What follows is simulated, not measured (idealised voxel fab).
Process module in this document: voxel self aligned contacts
The width of the displayed cross-section, cut, is 270 nm; its cells are square, with a size of 5 nm.
Cross-section spec: square-cell grid; bands listed top down; each band is one or more rows.
Top height, bottom height, nm. Materials left to right, width each, nm. Single material + "edge to edge" = fills band edge to edge. "blank" = empty.
Ref level 0: as-received wafer is one material below here. Bottom band extends down with no lower bound ("from 0 down").
Top row gets the first number, bottom row gets the second, and each row in between changes by the same step: that is how a band width like "30..40" works.
Key: "identical to before" - step with no changed cell in the cross-section.
"Unvented internal voids" means: voids of 8 cells or more that are shut off from the top with no open way through. Written width x height at distance, distance from the left edge, in nm.
Where a step's line continues beyond its settings, the continuation is a remark by the simulator itself on that step.
For masked steps, "overlay nm" on the step line gives how far right of plan the mask actually lay; a minus sign means it lay to the left.

**The steps planned for the process are as follows**
step 1: RECEIVE (material Si)
step 2: CONFORMAL_DEP (material SiO2; thk nm 5)
step 3: DIRECTIONAL_DEP (material polySi; thk nm 30)
step 4: DIRECTIONAL_DEP (material SiN; thk nm 15)
step 5: MASKED_ETCH (tone cover; mask id GATE; width nm 25; pitch nm 55; etch materials SiN; depth nm 15; overlay nm -15)
step 6: MASKED_ETCH (tone cover; mask id GATE; width nm 25; pitch nm 55; etch materials polySi; depth nm 30; overlay nm 0)
step 7: CONFORMAL_DEP (material SiN; thk nm 5)
step 8: DIRECTIONAL_ETCH (etch materials SiN; depth nm 5)
step 9: FILL_DEP (material SiO2; thk nm 10)
step 10: CMP (height nm 55)
step 11: DIRECTIONAL_DEP (material aC; thk nm 15)
step 12: PATTERN (tone open; mask id CONTACT; material resist; width nm 40; thk nm 30; overlay nm 0)
step 13: DIRECTIONAL_ETCH (etch materials aC; depth nm 15)
step 14: STRIP (etch materials resist)
step 15: DIRECTIONAL_ETCH (etch materials SiO2; depth nm 55)
step 16: STRIP (etch materials aC)
step 17: CONFORMAL_DEP (material TiN; thk nm 5)
step 18: FILL_DEP (material W; thk nm 10)
step 19: CMP (height nm 55)
step 20: CONFORMAL_DEP (material SiN; thk nm 5)
What sets these wafers apart? The overlay nm at step 5. They all start alike, and the plan carries the first wafer's value.

**Step 1 complete: as-received cross-section of the first of several wafers**
  from 0 down = Si edge to edge
  Unvented internal voids: none

**End of the module, past its last step, step 20: how the first of several wafers looks in cross-section**
  from 60 to 55 = SiN edge to edge
  from 55 to 50 = SiO2=115 / TiN=5 / W=5 / TiN=30 / SiO2=115
  from 50 to 40 = SiO2=75 / SiN=35 / SiO2=5 / TiN=5 / W=5 / TiN=5 / SiN=35 / SiO2=105
  from 40 to 35 = SiO2=75 / SiN=35 / SiO2=5 / TiN=15 / SiN=35 / SiO2=105
  from 35 to 5 = SiO2=75 / SiN=5 / polySi=40 / SiN=5 / TiN=5 / SiN=5 / polySi=40 / SiN=5 / SiO2=90
  from 5 to 0 = SiO2=125 / TiN=5 / SiO2=140
  from 0 down = Si edge to edge
  Unvented internal voids: none

**End of module, last wafer sectioned**
  from 60 to 55 = SiN edge to edge
  from 55 to 50 = SiO2=115 / TiN=30 / W=5 / TiN=5 / SiO2=115
  from 50 to 40 = SiO2=105 / SiN=35 / TiN=5 / W=5 / TiN=5 / SiO2=5 / SiN=35 / SiO2=75
  from 40 to 35 = SiO2=105 / SiN=35 / TiN=15 / SiO2=5 / SiN=35 / SiO2=75
  from 35 to 5 = SiO2=90 / SiN=5 / polySi=40 / SiN=5 / TiN=5 / SiN=5 / polySi=40 / SiN=5 / SiO2=75
  from 5 to 0 = SiO2=140 / TiN=5 / SiO2=125
  from 0 down = Si edge to edge
  Unvented internal voids: none

**Quick key for the table: a row per wafer, taken at the end of the module. For each material it tells you how many cells the wafer gained (+) or lost (-) since it came in, and the closed voids come after**
overlay nm -15, +120 SiN, +408 SiO2, +21 TiN, +3 W, +96 polySi, Unvented internal voids: none
overlay nm -10, +120 SiN, +410 SiO2, +28 TiN, +6 W, +84 polySi, Unvented internal voids: none
overlay nm -5, +120 SiN, +415 SiO2, +28 TiN, +13 W, +72 polySi, Unvented internal voids: none
overlay nm 0, +120 SiN, +420 SiO2, +28 TiN, +20 W, +60 polySi, Unvented internal voids: none
overlay nm 5, +120 SiN, +415 SiO2, +28 TiN, +13 W, +72 polySi, Unvented internal voids: none
overlay nm 10, +120 SiN, +410 SiO2, +28 TiN, +6 W, +84 polySi, Unvented internal voids: none
overlay nm 15, +120 SiN, +408 SiO2, +21 TiN, +3 W, +96 polySi, Unvented internal voids: none
